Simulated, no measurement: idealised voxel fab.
Process module in this document: voxel trench capacitor
Cross-section cut spans 300 nm and uses square cells 5 nm in size.
Heads up, the way a cross-section reads in here is a grid of square cells, handed over as bands from the top down, with every band being one or more rows of cells. Heights first: top, then bottom, in nm. Then materials, left to right, each with a width in nm. "full width" on a single material: fills the band edge to edge. "blank": empty space. It should be noted that heights are counted from 0, beneath which the wafer as supplied is of one material throughout, and that the lowest band possesses no lower boundary but continues downward, as written in "0..down". A width such as "30 to 40" changes by the same amount from each row of cells to the next, from the band's top row to its bottom row. Step note "everything unchanged" = no cross-section cell changed. Any empty space of 8 cells or more lacking an open way to the top shows up in "Closed empty spaces" as width x height at distance, distance from the left edge, in nm. Anything after a step's settings on that line? It's the simulator's own note about the step. For masked steps, "overlay nm" on the step line gives how far right of plan the mask actually lay; a minus sign means it lay to the left.

## So here's the lineup of process steps we planned
step 1: RECEIVE with material Si
step 2: CONFORMAL_DEP with material SiN, thk nm 10
step 3: MASKED_ETCH with tone open, mask id TRENCH, width nm 30, pitch nm 55, etch materials SiN, depth nm 10, overlay nm 0
step 4: MASKED_ETCH with tone open, mask id TRENCH, width nm 30, pitch nm 55, etch materials Si, depth nm 30, overlay nm 0
step 5: CONFORMAL_DEP with material HfO2, thk nm 5
step 6: CONFORMAL_DEP with material TiN, thk nm 5
step 7: FILL_DEP with material W, thk nm 10
step 8: CMP with height nm 10

## first wafer, as planned

## Cross-section: wafer on arrival = after step 1
0..down  Si full width
Closed empty spaces: none

## You're looking at a cross-section of the wafer after step 2
10..0  SiN full width
Anything lower than 0 is untouched.

## You're looking at a cross-section of the wafer after step 3
10..0  SiN (50); blank (30); SiN (25); blank (30); SiN (25); blank (30); SiN (25); blank (30); SiN (55)
Anything lower than 0 is untouched.

## You're looking at a cross-section of the wafer after step 4
10..0  SiN (50); blank (30); SiN (25); blank (30); SiN (25); blank (30); SiN (25); blank (30); SiN (55)
0..-30  Si (50); blank (30); Si (25); blank (30); Si (25); blank (30); Si (25); blank (30); Si (55)
Anything lower than -30 is untouched.

## You're looking at a cross-section of the wafer after step 5
15..10  HfO2 (55); blank (20); HfO2 (35); blank (20); HfO2 (35); blank (20); HfO2 (35); blank (20); HfO2 (60)
10..0  SiN (50); HfO2 (5); blank (20); HfO2 (5); SiN (25); HfO2 (5); blank (20); HfO2 (5); SiN (25); HfO2 (5); blank (20); HfO2 (5); SiN (25); HfO2 (5); blank (20); HfO2 (5); SiN (55)
0..-25  Si (50); HfO2 (5); blank (20); HfO2 (5); Si (25); HfO2 (5); blank (20); HfO2 (5); Si (25); HfO2 (5); blank (20); HfO2 (5); Si (25); HfO2 (5); blank (20); HfO2 (5); Si (55)
-25..-30  Si (50); HfO2 (30); Si (25); HfO2 (30); Si (25); HfO2 (30); Si (25); HfO2 (30); Si (55)
Anything lower than -30 is untouched.

## You're looking at a cross-section of the wafer after step 6
20..15  TiN (60); blank (10); TiN (45); blank (10); TiN (45); blank (10); TiN (45); blank (10); TiN (65)
15..10  HfO2 (55); TiN (5); blank (10); TiN (5); HfO2 (35); TiN (5); blank (10); TiN (5); HfO2 (35); TiN (5); blank (10); TiN (5); HfO2 (35); TiN (5); blank (10); TiN (5); HfO2 (60)
10..0  SiN (50); HfO2 (5); TiN (5); blank (10); TiN (5); HfO2 (5); SiN (25); HfO2 (5); TiN (5); blank (10); TiN (5); HfO2 (5); SiN (25); HfO2 (5); TiN (5); blank (10); TiN (5); HfO2 (5); SiN (25); HfO2 (5); TiN (5); blank (10); TiN (5); HfO2 (5); SiN (55)
0..-20  Si (50); HfO2 (5); TiN (5); blank (10); TiN (5); HfO2 (5); Si (25); HfO2 (5); TiN (5); blank (10); TiN (5); HfO2 (5); Si (25); HfO2 (5); TiN (5); blank (10); TiN (5); HfO2 (5); Si (25); HfO2 (5); TiN (5); blank (10); TiN (5); HfO2 (5); Si (55)
-20..-25  Si (50); HfO2 (5); TiN (20); HfO2 (5); Si (25); HfO2 (5); TiN (20); HfO2 (5); Si (25); HfO2 (5); TiN (20); HfO2 (5); Si (25); HfO2 (5); TiN (20); HfO2 (5); Si (55)
Anything lower than -25 is untouched.

## You're looking at a cross-section of the wafer after step 7
30..20  W full width
20..15  TiN (60); W (10); TiN (45); W (10); TiN (45); W (10); TiN (45); W (10); TiN (65)
15..10  HfO2 (55); TiN (5); W (10); TiN (5); HfO2 (35); TiN (5); W (10); TiN (5); HfO2 (35); TiN (5); W (10); TiN (5); HfO2 (35); TiN (5); W (10); TiN (5); HfO2 (60)
10..0  SiN (50); HfO2 (5); TiN (5); W (10); TiN (5); HfO2 (5); SiN (25); HfO2 (5); TiN (5); W (10); TiN (5); HfO2 (5); SiN (25); HfO2 (5); TiN (5); W (10); TiN (5); HfO2 (5); SiN (25); HfO2 (5); TiN (5); W (10); TiN (5); HfO2 (5); SiN (55)
0..-20  Si (50); HfO2 (5); TiN (5); W (10); TiN (5); HfO2 (5); Si (25); HfO2 (5); TiN (5); W (10); TiN (5); HfO2 (5); Si (25); HfO2 (5); TiN (5); W (10); TiN (5); HfO2 (5); Si (25); HfO2 (5); TiN (5); W (10); TiN (5); HfO2 (5); Si (55)
Anything lower than -20 is untouched.

## You're looking at a cross-section of the wafer after step 8
10..0  SiN (50); HfO2 (5); TiN (5); W (10); TiN (5); HfO2 (5); SiN (25); HfO2 (5); TiN (5); W (10); TiN (5); HfO2 (5); SiN (25); HfO2 (5); TiN (5); W (10); TiN (5); HfO2 (5); SiN (25); HfO2 (5); TiN (5); W (10); TiN (5); HfO2 (5); SiN (55)
Anything lower than 0 is untouched.

## second wafer: like start, like plan, one mistake. Through step 2 it matches the first wafer

## Cross-section: second wafer, time at which step 3 was scheduled to end
10..0  SiN (60); blank (30); SiN (25); blank (30); SiN (25); blank (30); SiN (25); blank (30); SiN (45)
Anything lower than 0 is untouched.

## Cross-section: second wafer, time at which step 4 was scheduled to end
10..0  SiN (60); blank (30); SiN (25); blank (30); SiN (25); blank (30); SiN (25); blank (30); SiN (45)
0..-30  Si (60); blank (20); Si (35); blank (20); Si (35); blank (20); Si (35); blank (20); Si (55)
Anything lower than -30 is untouched.

## Cross-section: second wafer, time at which step 5 was scheduled to end
15..10  HfO2 (65); blank (20); HfO2 (35); blank (20); HfO2 (35); blank (20); HfO2 (35); blank (20); HfO2 (50)
10..0  SiN (60); HfO2 (5); blank (20 to 10); HfO2 (5 to 15); SiN (25); HfO2 (5); blank (20 to 10); HfO2 (5 to 15); SiN (25); HfO2 (5); blank (20 to 10); HfO2 (5 to 15); SiN (25); HfO2 (5); blank (20 to 10); HfO2 (5 to 15); SiN (45)
0..-25  Si (60); HfO2 (5); blank (10); HfO2 (5); Si (35); HfO2 (5); blank (10); HfO2 (5); Si (35); HfO2 (5); blank (10); HfO2 (5); Si (35); HfO2 (5); blank (10); HfO2 (5); Si (55)
-25..-30  Si (60); HfO2 (20); Si (35); HfO2 (20); Si (35); HfO2 (20); Si (35); HfO2 (20); Si (55)
Anything lower than -30 is untouched.

## Cross-section: second wafer, time at which step 6 was scheduled to end
20..15  TiN (70); blank (10); TiN (45); blank (10); TiN (45); blank (10); TiN (45); blank (10); TiN (55)
15..10  HfO2 (65); TiN (5); blank (10); TiN (5); HfO2 (35); TiN (5); blank (10); TiN (5); HfO2 (35); TiN (5); blank (10); TiN (5); HfO2 (35); TiN (5); blank (10); TiN (5); HfO2 (50)
10..0  SiN (60); HfO2 (5); TiN (20 to 10); HfO2 (5 to 15); SiN (25); HfO2 (5); TiN (20 to 10); HfO2 (5 to 15); SiN (25); HfO2 (5); TiN (20 to 10); HfO2 (5 to 15); SiN (25); HfO2 (5); TiN (20 to 10); HfO2 (5 to 15); SiN (45)
0..-25  Si (60); HfO2 (5); TiN (10); HfO2 (5); Si (35); HfO2 (5); TiN (10); HfO2 (5); Si (35); HfO2 (5); TiN (10); HfO2 (5); Si (35); HfO2 (5); TiN (10); HfO2 (5); Si (55)
Anything lower than -25 is untouched.

## Cross-section: second wafer, time at which step 7 was scheduled to end
30..20  W full width
20..15  TiN (70); W (10); TiN (45); W (10); TiN (45); W (10); TiN (45); W (10); TiN (55)
15..10  HfO2 (65); TiN (5); W (10); TiN (5); HfO2 (35); TiN (5); W (10); TiN (5); HfO2 (35); TiN (5); W (10); TiN (5); HfO2 (35); TiN (5); W (10); TiN (5); HfO2 (50)
Anything lower than 10 is untouched.

## Cross-section: second wafer, time at which step 8 was scheduled to end
10..0  SiN (60); HfO2 (5); TiN (20 to 10); HfO2 (5 to 15); SiN (25); HfO2 (5); TiN (20 to 10); HfO2 (5 to 15); SiN (25); HfO2 (5); TiN (20 to 10); HfO2 (5 to 15); SiN (25); HfO2 (5); TiN (20 to 10); HfO2 (5 to 15); SiN (45)
Anything lower than 0 is untouched.
What was the processing mistake? step 3 did not use the planned setting and instead ran as MASKED_ETCH with tone open, mask id TRENCH, width nm 30, pitch nm 55, etch materials SiN, depth nm 10, overlay nm 10
Final tally in cells, some materials are higher or lower on the second wafer than on the first: Si +48, W -48
